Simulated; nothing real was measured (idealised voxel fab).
You're looking at the process module voxel capacitor over wiring.
It is cross-section cut that appears here, measuring 300 nm in width, its square cells being 5 nm in size.
For the purposes of this document, a cross-section shall be understood as a grid of square cells, specified as bands listed in top-to-bottom order, each band consisting of one or more rows of cells. Basically the band line says how high the top is and how high the bottom is, in nm, and then what's in it from left to right, every material with its width in nm. Empty space shows up as "air", and if a single material carries "throughout" it runs the full band edge to edge. Heights are measured from 0, the level below which the as-received wafer is all one material; the lowest band has no bottom and continues downward, written as in "0..down". The width entry "30->40" should be interpreted row by row: the top row of cells in the band takes the first number, the bottom row takes the second number, and the change between adjacent rows is uniform throughout. Reading "remained unchanged" for a step: not a cell of the cross-section changed in it. Each empty space that has no open way to the top and spans at least 8 cells appears under "Fully enclosed voids" as width x height at distance, the distance counted from the left edge, all in nm. Step line, after settings: the simulator's comment on this step. What "overlay nm" on a step's line means: if the step has a mask, that mask lay this far to the right of its planned place, or, when the value is negative, to the left.
**These are the steps we planned for the process**
1 RECEIVE with material Si
2 CONFORMAL_DEP with material SiO2, thk nm 10
3 DIRECTIONAL_DEP with material TiN, thk nm 5
4 DIRECTIONAL_DEP with material W, thk nm 20
5 DIRECTIONAL_DEP with material aC, thk nm 15
6 PATTERN with tone cover, mask id METAL_1, material resist, width nm 30, pitch nm 95, thk nm 35, overlay nm 0
7 DIRECTIONAL_ETCH with etch materials aC, depth nm 15
8 STRIP with etch materials resist
9 DIRECTIONAL_ETCH with etch materials W, depth nm 20
10 DIRECTIONAL_ETCH with etch materials TiN, depth nm 5
11 STRIP with etch materials aC
12 FILL_DEP with material SiO2, thk nm 5
13 CMP with height nm 35
14 CONFORMAL_DEP with material SiCN, thk nm 5
15 DIRECTIONAL_DEP with material lowk, thk nm 20
16 PATTERN with tone open, mask id PLUG_1, material resist, width nm 15, thk nm 20, overlay nm 0
17 DIRECTIONAL_ETCH with etch materials lowk, depth nm 20
18 DIRECTIONAL_ETCH with etch materials SiCN, depth nm 5
19 STRIP with etch materials resist
20 CONFORMAL_DEP with material TiN, thk nm 5
21 FILL_DEP with material Cu, thk nm 5
22 CMP with height nm 60
23 DIRECTIONAL_DEP with material TiN, thk nm 10
24 DIRECTIONAL_DEP with material HfO2, thk nm 5
25 DIRECTIONAL_DEP with material TiN, thk nm 5
26 PATTERN with tone cover, mask id UPPER_PLATE, material resist, width nm 70, thk nm 20, overlay nm 0
27 DIRECTIONAL_ETCH with etch materials TiN, depth nm 5
28 DIRECTIONAL_ETCH with etch materials HfO2, depth nm 5
29 STRIP with etch materials resist
30 DIRECTIONAL_DEP with material aC, thk nm 15
31 PATTERN with tone cover, mask id LOWER_PLATE, material resist, width nm 80, thk nm 30, overlay nm 0
32 DIRECTIONAL_ETCH with etch materials aC, depth nm 15
33 STRIP with etch materials resist
34 DIRECTIONAL_ETCH with etch materials TiN, depth nm 10
35 STRIP with etch materials aC
36 FILL_DEP with material SiO2, thk nm 15
37 CMP with height nm 90
38 MASKED_ETCH with tone open, mask id PLUG_2, width nm 15, etch materials SiO2, depth nm 10, overlay nm 0
39 CONFORMAL_DEP with material TiN, thk nm 5
40 FILL_DEP with material Ru, thk nm 10
41 CMP with height nm 90
42 CONFORMAL_DEP with material SiN, thk nm 5
**First of the two wafers, run per plan**
**So this is the incoming wafer in cross-section - it's already been through step 1**
  0..down: Si throughout
  Fully enclosed voids: none
**Once step 2 is through, the wafer looks like this in cross-section**
  10..0: SiO2 throughout
  All layers under 0 are left as they were.
**Once step 3 is through, the wafer looks like this in cross-section**
  15..10: TiN throughout
  All layers under 10 are left as they were.
**Once step 4 is through, the wafer looks like this in cross-section**
  35..15: W throughout
  All layers under 15 are left as they were.
**Once step 5 is through, the wafer looks like this in cross-section**
  50..35: aC throughout
  All layers under 35 are left as they were.
**Once step 6 is through, the wafer looks like this in cross-section**
  85..50: air 85  resist 30  air 65  resist 30  air 90
  All layers under 50 are left as they were.
**Once step 7 is through, the wafer looks like this in cross-section**
  70..50: air 85  resist 30  air 65  resist 30  air 90
  50..35: air 85  aC 30  air 65  aC 30  air 90
  All layers under 35 are left as they were.
**Once step 8 is through, the wafer looks like this in cross-section**
  50..35: air 85  aC 30  air 65  aC 30  air 90
  All layers under 35 are left as they were.
**Once step 9 is through, the wafer looks like this in cross-section**
  50..35: air 85  aC 30  air 65  aC 30  air 90
  35..15: air 85  W 30  air 65  W 30  air 90
  All layers under 15 are left as they were.
**Once step 10 is through, the wafer looks like this in cross-section**
  50..35: air 85  aC 30  air 65  aC 30  air 90
  35..15: air 85  W 30  air 65  W 30  air 90
  15..10: air 85  TiN 30  air 65  TiN 30  air 90
  All layers under 10 are left as they were.
**Once step 11 is through, the wafer looks like this in cross-section**
  35..15: air 85  W 30  air 65  W 30  air 90
  All layers under 15 are left as they were.
**Once step 12 is through, the wafer looks like this in cross-section**
  40..35: SiO2 throughout
  35..15: SiO2 85  W 30  SiO2 65  W 30  SiO2 90
  15..10: SiO2 85  TiN 30  SiO2 65  TiN 30  SiO2 90
  All layers under 10 are left as they were.
**Once step 13 is through, the wafer looks like this in cross-section**
  35..15: SiO2 85  W 30  SiO2 65  W 30  SiO2 90
  All layers under 15 are left as they were.
**Once step 14 is through, the wafer looks like this in cross-section**
  40..35: SiCN throughout
  All layers under 35 are left as they were.
**Once step 15 is through, the wafer looks like this in cross-section**
  60..40: lowk throughout
  All layers under 40 are left as they were.
**Once step 16 is through, the wafer looks like this in cross-section**
  80..60: resist 100  air 15  resist 185
  All layers under 60 are left as they were.
**Once step 17 is through, the wafer looks like this in cross-section**
  80..60: resist 100  air 15  resist 185
  60..40: lowk 100  air 15  lowk 185
  All layers under 40 are left as they were.
**Once step 18 is through, the wafer looks like this in cross-section**
  80..60: resist 100  air 15  resist 185
  60..40: lowk 100  air 15  lowk 185
  40..35: SiCN 100  air 15  SiCN 185
  All layers under 35 are left as they were.
**Once step 19 is through, the wafer looks like this in cross-section**
  60..40: lowk 100  air 15  lowk 185
  All layers under 40 are left as they were.
**Once step 20 is through, the wafer looks like this in cross-section**
  65..60: TiN 105  air 5  TiN 190
  60..40: lowk 100  TiN 5  air 5  TiN 5  lowk 185
  40..35: SiCN 100  TiN 15  SiCN 185
  All layers under 35 are left as they were.
**Once step 21 is through, the wafer looks like this in cross-section**
  70..65: Cu throughout
  65..60: TiN 105  Cu 5  TiN 190
  60..40: lowk 100  TiN 5  Cu 5  TiN 5  lowk 185
  All layers under 40 are left as they were.
**Once step 22 is through, the wafer looks like this in cross-section**
  60..40: lowk 100  TiN 5  Cu 5  TiN 5  lowk 185
  All layers under 40 are left as they were.
**Once step 23 is through, the wafer looks like this in cross-section**
  70..60: TiN throughout
  All layers under 60 are left as they were.
**Once step 24 is through, the wafer looks like this in cross-section**
  75..70: HfO2 throughout
  All layers under 70 are left as they were.
**Once step 25 is through, the wafer looks like this in cross-section**
  80..75: TiN throughout
  All layers under 75 are left as they were.
**Once step 26 is through, the wafer looks like this in cross-section**
  100..80: air 100  resist 70  air 130
  All layers under 80 are left as they were.
**Once step 27 is through, the wafer looks like this in cross-section**
  100..80: air 100  resist 70  air 130
  80..75: air 100  TiN 70  air 130
  All layers under 75 are left as they were.
**Once step 28 is through, the wafer looks like this in cross-section**
  100..80: air 100  resist 70  air 130
  80..75: air 100  TiN 70  air 130
  75..70: air 100  HfO2 70  air 130
  All layers under 70 are left as they were.
**Once step 29 is through, the wafer looks like this in cross-section**
  80..75: air 100  TiN 70  air 130
  All layers under 75 are left as they were.
**Once step 30 is through, the wafer looks like this in cross-section**
  95..85: air 100  aC 70  air 130
  85..80: aC throughout
  80..75: aC 100  TiN 70  aC 130
  75..70: aC 100  HfO2 70  aC 130
  All layers under 70 are left as they were.
**Once step 31 is through, the wafer looks like this in cross-section**
  125..95: air 95  resist 80  air 125
  95..85: air 95  resist 5  aC 70  resist 5  air 125
  All layers under 85 are left as they were.
**Once step 32 is through, the wafer looks like this in cross-section**
  110..95: air 95  resist 80  air 125
  95..85: air 95  resist 5  aC 70  resist 5  air 125
  85..80: air 95  aC 80  air 125
  80..75: air 95  aC 5  TiN 70  aC 5  air 125
  75..70: air 95  aC 5  HfO2 70  aC 5  air 125
  All layers under 70 are left as they were.
**Once step 33 is through, the wafer looks like this in cross-section**
  95..85: air 100  aC 70  air 130
  All layers under 85 are left as they were.
**Once step 34 is through, the wafer looks like this in cross-section**
  95..85: air 100  aC 70  air 130
  85..80: air 95  aC 80  air 125
  80..75: air 95  aC 5  TiN 70  aC 5  air 125
  75..70: air 95  aC 5  HfO2 70  aC 5  air 125
  70..60: air 95  TiN 80  air 125
  All layers under 60 are left as they were.
**Once step 35 is through, the wafer looks like this in cross-section**
  80..75: air 100  TiN 70  air 130
  75..70: air 100  HfO2 70  air 130
  All layers under 70 are left as they were.
**Once step 36 is through, the wafer looks like this in cross-section**
  95..80: SiO2 throughout
  80..75: SiO2 100  TiN 70  SiO2 130
  75..70: SiO2 100  HfO2 70  SiO2 130
  70..60: SiO2 95  TiN 80  SiO2 125
  All layers under 60 are left as they were.
**Once step 37 is through, the wafer looks like this in cross-section**
  90..80: SiO2 throughout
  All layers under 80 are left as they were.
**Once step 38 is through, the wafer looks like this in cross-section**
  90..80: SiO2 110  air 15  SiO2 175
  All layers under 80 are left as they were.
**Once step 39 is through, the wafer looks like this in cross-section**
  95..90: TiN 115  air 5  TiN 180
  90..85: SiO2 110  TiN 5  air 5  TiN 5  SiO2 175
  85..75: SiO2 110->100  TiN 15->70  SiO2 175->130
  All layers under 75 are left as they were.
**Once step 40 is through, the wafer looks like this in cross-section**
  105..95: Ru throughout
  95..90: TiN 115  Ru 5  TiN 180
  90..85: SiO2 110  TiN 5  Ru 5  TiN 5  SiO2 175
  All layers under 85 are left as they were.
**Once step 41 is through, the wafer looks like this in cross-section**
  90..85: SiO2 110  TiN 5  Ru 5  TiN 5  SiO2 175
  All layers under 85 are left as they were.
**Once step 42 is through, the wafer looks like this in cross-section**
  95..90: SiN throughout
  All layers under 90 are left as they were.
**For the second wafer, take the first wafer's start and plan, then add one mistake made in running it; everything through step 23, that step included, is shared with the first**
Look at the second wafer in cross-section at the time step 24 ought to have finished: remained unchanged
**Look at the second wafer in cross-section at the time step 25 ought to have finished**
  75..60: TiN throughout
  All layers under 60 are left as they were.
**Look at the second wafer in cross-section at the time step 26 ought to have finished**
  95..75: air 100  resist 70  air 130
  All layers under 75 are left as they were.
**Look at the second wafer in cross-section at the time step 27 ought to have finished**
  95..75: air 100  resist 70  air 130
  75..70: air 100  TiN 70  air 130
  All layers under 70 are left as they were.
Look at the second wafer in cross-section at the time step 28 ought to have finished: remained unchanged
**Look at the second wafer in cross-section at the time step 29 ought to have finished**
  75..70: air 100  TiN 70  air 130
  All layers under 70 are left as they were.
**Look at the second wafer in cross-section at the time step 30 ought to have finished**
  90..85: air 100  aC 70  air 130
  85..75: aC throughout
  75..70: aC 100  TiN 70  aC 130
  All layers under 70 are left as they were.
**Look at the second wafer in cross-section at the time step 31 ought to have finished**
  120..90: air 95  resist 80  air 125
  90..85: air 95  resist 5  aC 70  resist 5  air 125
  All layers under 85 are left as they were.
**Look at the second wafer in cross-section at the time step 32 ought to have finished**
  105..90: air 95  resist 80  air 125
  90..85: air 95  resist 5  aC 70  resist 5  air 125
  85..75: air 95  aC 80  air 125
  75..70: air 95  aC 5  TiN 70  aC 5  air 125
  All layers under 70 are left as they were.
**Look at the second wafer in cross-section at the time step 33 ought to have finished**
  90..85: air 100  aC 70  air 130
  All layers under 85 are left as they were.
**Look at the second wafer in cross-section at the time step 34 ought to have finished**
  90..85: air 100  aC 70  air 130
  85..75: air 95  aC 80  air 125
  75..70: air 95  aC 5  TiN 70  aC 5  air 125
  70..60: air 95  TiN 80  air 125
  All layers under 60 are left as they were.
**Look at the second wafer in cross-section at the time step 35 ought to have finished**
  75..70: air 100  TiN 70  air 130
  All layers under 70 are left as they were.
**Look at the second wafer in cross-section at the time step 36 ought to have finished**
  90..75: SiO2 throughout
  75..70: SiO2 100  TiN 70  SiO2 130
  70..60: SiO2 95  TiN 80  SiO2 125
  All layers under 60 are left as they were.
Look at the second wafer in cross-section at the time step 37 ought to have finished: remained unchanged
**Look at the second wafer in cross-section at the time step 38 ought to have finished**
  90..80: SiO2 110  air 15  SiO2 175
  All layers under 80 are left as they were.
**Look at the second wafer in cross-section at the time step 39 ought to have finished**
  95..90: TiN 115  air 5  TiN 180
  90..85: SiO2 110  TiN 5  air 5  TiN 5  SiO2 175
  85..80: SiO2 110  TiN 15  SiO2 175
  All layers under 80 are left as they were.
**Look at the second wafer in cross-section at the time step 40 ought to have finished**
  105..95: Ru throughout
  95..90: TiN 115  Ru 5  TiN 180
  90..85: SiO2 110  TiN 5  Ru 5  TiN 5  SiO2 175
  All layers under 85 are left as they were.
**Look at the second wafer in cross-section at the time step 41 ought to have finished**
  90..85: SiO2 110  TiN 5  Ru 5  TiN 5  SiO2 175
  All layers under 85 are left as they were.
**Look at the second wafer in cross-section at the time step 42 ought to have finished**
  95..90: SiN throughout
  All layers under 90 are left as they were.
What went wrong in running the wafer? step 24 of the plan never got run, it was skipped over
Heads up, by the end the second wafer has more or fewer cells of some materials compared to the first: -14 HfO2, +14 SiO2
